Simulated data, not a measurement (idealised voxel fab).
This section sets out a process module, namely voxel air gaps.
Pictured: cross-section cut, 270 nm wide, on a grid of 5 nm square cells.
Cross-section layout: square cells on a grid; listed as bands, top to bottom; a band spans one or more cell rows. First you get the band's top height and its bottom height, in nm, and then the materials it's made of, left to right, with each width in nm. If you see a single material with "everywhere", that one covers the band edge to edge. "blank" is empty space. All heights in this document are referenced to 0, defined as the level beneath which the wafer, as received, consists entirely of one material. The lowest band is not bounded below; it extends indefinitely downward and is written in the form "0 -> down". The two numbers in a width such as "30 to 40" mark its ends across the band: the first belongs to the top row of cells, the second to the bottom row, and from each row to the next the width moves by the same amount. Reading "no change" for a step: not a cell of the cross-section changed in it. For the entry "Closed void roster", the listed items are empty spaces with no open way to the top whose size is 8 cells or more; each item follows the pattern width x height at distance, where distance is from the left edge and all three are in nm. Past the settings on a step's line: simulator remark, on that step. overlay nm: how far to the right of its planned place the mask lay on this masked step (negative: to the left).

### Listed below are the process steps as planned
1 RECEIVE, material Si
2 CONFORMAL_DEP, material SiO2, thk nm 15
3 CONFORMAL_DEP, material SiCN, thk nm 5
4 DIRECTIONAL_DEP, material SiO2, thk nm 30
5 PATTERN, tone open, mask id LINES, material resist, width nm 25, pitch nm 50, thk nm 20, overlay nm 0
6 DIRECTIONAL_ETCH, etch materials SiO2, depth nm 30
7 STRIP, etch materials resist
8 CONFORMAL_DEP, material TiN, thk nm 5
9 FILL_DEP, material Ru, thk nm 10
10 CMP, height nm 50
11 EPI, material Ru, thk nm 10
12 SELECTIVE_ETCH, etch materials SiO2, depth nm 40
13 CONFORMAL_DEP, material SiCN, thk nm 5

### First of two wafers, with the run carried out as planned

### So this is the incoming wafer in cross-section - it's already been through step 1
    0 -> down | Si everywhere
    Closed void roster: none

### After step 2: wafer cross-section
    15 -> 0 | SiO2 everywhere
    below 0: unchanged

### After step 3: wafer cross-section
    20 -> 15 | SiCN everywhere
    below 15: unchanged

### After step 4: wafer cross-section
    50 -> 20 | SiO2 everywhere
    below 20: unchanged

### After step 5: wafer cross-section
    70 -> 50 | resist 45 nm / blank 25 nm / resist 25 nm / blank 25 nm / resist 25 nm / blank 25 nm / resist 25 nm / blank 25 nm / resist 50 nm
    below 50: unchanged

### After step 6: wafer cross-section
    70 -> 50 | resist 45 nm / blank 25 nm / resist 25 nm / blank 25 nm / resist 25 nm / blank 25 nm / resist 25 nm / blank 25 nm / resist 50 nm
    50 -> 20 | SiO2 45 nm / blank 25 nm / SiO2 25 nm / blank 25 nm / SiO2 25 nm / blank 25 nm / SiO2 25 nm / blank 25 nm / SiO2 50 nm
    below 20: unchanged

### After step 7: wafer cross-section
    50 -> 20 | SiO2 45 nm / blank 25 nm / SiO2 25 nm / blank 25 nm / SiO2 25 nm / blank 25 nm / SiO2 25 nm / blank 25 nm / SiO2 50 nm
    below 20: unchanged

### After step 8: wafer cross-section
    55 -> 50 | TiN 50 nm / blank 15 nm / TiN 35 nm / blank 15 nm / TiN 35 nm / blank 15 nm / TiN 35 nm / blank 15 nm / TiN 55 nm
    50 -> 25 | SiO2 45 nm / TiN 5 nm / blank 15 nm / TiN 5 nm / SiO2 25 nm / TiN 5 nm / blank 15 nm / TiN 5 nm / SiO2 25 nm / TiN 5 nm / blank 15 nm / TiN 5 nm / SiO2 25 nm / TiN 5 nm / blank 15 nm / TiN 5 nm / SiO2 50 nm
    25 -> 20 | SiO2 45 nm / TiN 25 nm / SiO2 25 nm / TiN 25 nm / SiO2 25 nm / TiN 25 nm / SiO2 25 nm / TiN 25 nm / SiO2 50 nm
    below 20: unchanged

### After step 9: wafer cross-section
    65 -> 55 | Ru everywhere
    55 -> 50 | TiN 50 nm / Ru 15 nm / TiN 35 nm / Ru 15 nm / TiN 35 nm / Ru 15 nm / TiN 35 nm / Ru 15 nm / TiN 55 nm
    50 -> 25 | SiO2 45 nm / TiN 5 nm / Ru 15 nm / TiN 5 nm / SiO2 25 nm / TiN 5 nm / Ru 15 nm / TiN 5 nm / SiO2 25 nm / TiN 5 nm / Ru 15 nm / TiN 5 nm / SiO2 25 nm / TiN 5 nm / Ru 15 nm / TiN 5 nm / SiO2 50 nm
    below 25: unchanged

### After step 10: wafer cross-section
    50 -> 25 | SiO2 45 nm / TiN 5 nm / Ru 15 nm / TiN 5 nm / SiO2 25 nm / TiN 5 nm / Ru 15 nm / TiN 5 nm / SiO2 25 nm / TiN 5 nm / Ru 15 nm / TiN 5 nm / SiO2 25 nm / TiN 5 nm / Ru 15 nm / TiN 5 nm / SiO2 50 nm
    below 25: unchanged

### After step 11: wafer cross-section
    60 -> 50 | blank 35 nm / Ru 45 nm / blank 5 nm / Ru 45 nm / blank 5 nm / Ru 45 nm / blank 5 nm / Ru 45 nm / blank 40 nm
    below 50: unchanged

### After step 12: wafer cross-section
    60 -> 50 | blank 35 nm / Ru 45 nm / blank 5 nm / Ru 45 nm / blank 5 nm / Ru 45 nm / blank 5 nm / Ru 45 nm / blank 40 nm
    50 -> 25 | blank 45 nm / TiN 5 nm / Ru 15 nm / TiN 5 nm / blank 25 nm / TiN 5 nm / Ru 15 nm / TiN 5 nm / blank 25 nm / TiN 5 nm / Ru 15 nm / TiN 5 nm / blank 25 nm / TiN 5 nm / Ru 15 nm / TiN 5 nm / blank 50 nm
    25 -> 20 | blank 45 nm / TiN 25 nm / blank 25 nm / TiN 25 nm / blank 25 nm / TiN 25 nm / blank 25 nm / TiN 25 nm / blank 50 nm
    below 20: unchanged

### After step 13: wafer cross-section
    65 -> 60 | blank 30 nm / SiCN 205 nm / blank 35 nm
    60 -> 50 | blank 30 nm / SiCN 5 nm / Ru 45 nm / SiCN 5 nm / Ru 45 nm / SiCN 5 nm / Ru 45 nm / SiCN 5 nm / Ru 45 nm / SiCN 5 nm / blank 35 nm
    50 -> 45 | blank 30 nm / SiCN 15 nm / TiN 5 nm / Ru 15 nm / TiN 5 nm / SiCN 25 nm / TiN 5 nm / Ru 15 nm / TiN 5 nm / SiCN 25 nm / TiN 5 nm / Ru 15 nm / TiN 5 nm / SiCN 25 nm / TiN 5 nm / Ru 15 nm / TiN 5 nm / SiCN 15 nm / blank 35 nm
    45 -> 25 | blank 40 nm / SiCN 5 nm / TiN 5 nm / Ru 15 nm / TiN 5 nm / SiCN 5 nm / blank 15 nm / SiCN 5 nm / TiN 5 nm / Ru 15 nm / TiN 5 nm / SiCN 5 nm / blank 15 nm / SiCN 5 nm / TiN 5 nm / Ru 15 nm / TiN 5 nm / SiCN 5 nm / blank 15 nm / SiCN 5 nm / TiN 5 nm / Ru 15 nm / TiN 5 nm / SiCN 5 nm / blank 45 nm
    25 -> 20 | SiCN 45 nm / TiN 25 nm / SiCN 25 nm / TiN 25 nm / SiCN 25 nm / TiN 25 nm / SiCN 25 nm / TiN 25 nm / SiCN 50 nm
    below 20: unchanged
    Closed void roster: 15 x 20 at 75; 15 x 20 at 125; 15 x 20 at 175

### What follows concerns the second wafer, which started out like the first and was meant to follow the very same plan; one mistake crept in when it was run, but everything up to and including step 2 is the same as for the first wafer

### Second wafer shown in cross-section at the time step 3 was slated to end
    45 -> 0 | SiO2 everywhere
    below 0: unchanged

### Second wafer shown in cross-section at the time step 4 was slated to end
    50 -> 45 | SiCN everywhere
    below 45: unchanged

### Second wafer shown in cross-section at the time step 5 was slated to end
    70 -> 50 | resist 45 nm / blank 25 nm / resist 25 nm / blank 25 nm / resist 25 nm / blank 25 nm / resist 25 nm / blank 25 nm / resist 50 nm
    below 50: unchanged

Second wafer shown in cross-section at the time step 6 was slated to end: no change

### Second wafer shown in cross-section at the time step 7 was slated to end
    50 -> 45 | SiCN everywhere
    below 45: unchanged

### Second wafer shown in cross-section at the time step 8 was slated to end
    55 -> 50 | TiN everywhere
    below 50: unchanged

### Second wafer shown in cross-section at the time step 9 was slated to end
    65 -> 55 | Ru everywhere
    below 55: unchanged

### Second wafer shown in cross-section at the time step 10 was slated to end
    50 -> 45 | SiCN everywhere
    below 45: unchanged

Second wafer shown in cross-section at the time step 11 was slated to end: no change

Second wafer shown in cross-section at the time step 12 was slated to end: no change

### Second wafer shown in cross-section at the time step 13 was slated to end
    55 -> 45 | SiCN everywhere
    below 45: unchanged
In executing the process, a mistake was made relative to the plan: sequence error: steps 3 and 4 interchanged
Cell-count delta at end, second wafer over first, by material: -132 Ru; -84 SiCN; +324 SiO2; -60 TiN
Final closed voids: first wafer 3, second wafer 0.
